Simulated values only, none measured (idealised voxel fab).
Herein follows the process module entitled voxel spacer lines.
In the cross-section labelled cut, the width is 210 nm and each square cell is 5 nm.
A cross-section in this document is a grid of square cells, and it is written down as bands, the top band listed before the ones below it; a band is made up of one or more rows of cells.
The band entry comprises the height of the band's top followed by the height of its bottom, expressed in nm, and subsequently the band's materials from left to right, each stated together with its width in nm. Where a single material is marked with the word "everywhere", that material fills the band from edge to edge. The word "empty" represents empty space.
Where do heights start? At 0: under that level the wafer as delivered is made of one material only. And the lowest band has no floor; it just carries on downward, as in "0 and below".
When a width is written as two numbers, as in "30 to 40", the first number is the width in the top row of cells of the band and the second is the width in its bottom row, and the width changes by the same amount from each row to the next.
Any step labelled "nothing changed" changed none of the cells in the cross-section.
The list in "Enclosed empty spaces" covers empty spaces of 8 cells or more that cannot reach the top through any open way, and it gives each as width x height at distance; the distance is from the left edge, and width, height and distance are in nm.
What comes after the settings on a step's line is commentary from the simulator itself on that step.
If you see "overlay nm" on a step's line and that step has a mask, it's telling you how far right of where it was planned the mask ended up; a negative number means it went left instead.
List of planned process steps
1 op RECEIVE | material Si
2 op CONFORMAL_DEP | material Al2O3 | thk nm 5
3 op DIRECTIONAL_DEP | material polySi | thk nm 20
4 op DIRECTIONAL_DEP | material aC | thk nm 30
5 op PATTERN | tone cover | mask id MANDREL | material resist | width nm 25 | pitch nm 70 | thk nm 40 | overlay nm 0
6 op DIRECTIONAL_ETCH | etch materials aC | depth nm 30
7 op STRIP | etch materials resist
8 op CONFORMAL_DEP | material SiN | thk nm 10
9 op DIRECTIONAL_ETCH | etch materials SiN | depth nm 10
10 op STRIP | etch materials aC
11 op DIRECTIONAL_ETCH | etch materials polySi | depth nm 20
12 op STRIP | etch materials SiN
13 op FILL_DEP | material SiO2 | thk nm 5
14 op CMP | height nm 25
Cross-sectional view of the wafer in its as-received condition, corresponding to the state after step 1
- 0 and below  Si everywhere
- Enclosed empty spaces: none
Wafer at module end, in section. Began as above, planned as above, run with one mistake
- 25 down to 5  50 SiO2; 5 polySi; 25 SiO2; 5 polySi; 35 SiO2; 5 polySi; 25 SiO2; 5 polySi; 55 SiO2
- 5 down to 0  Al2O3 everywhere
- 0 and below  Si everywhere
- Enclosed empty spaces: none
Processing error: not per plan at step 8, really ran op CONFORMAL_DEP | material SiN | thk nm 5
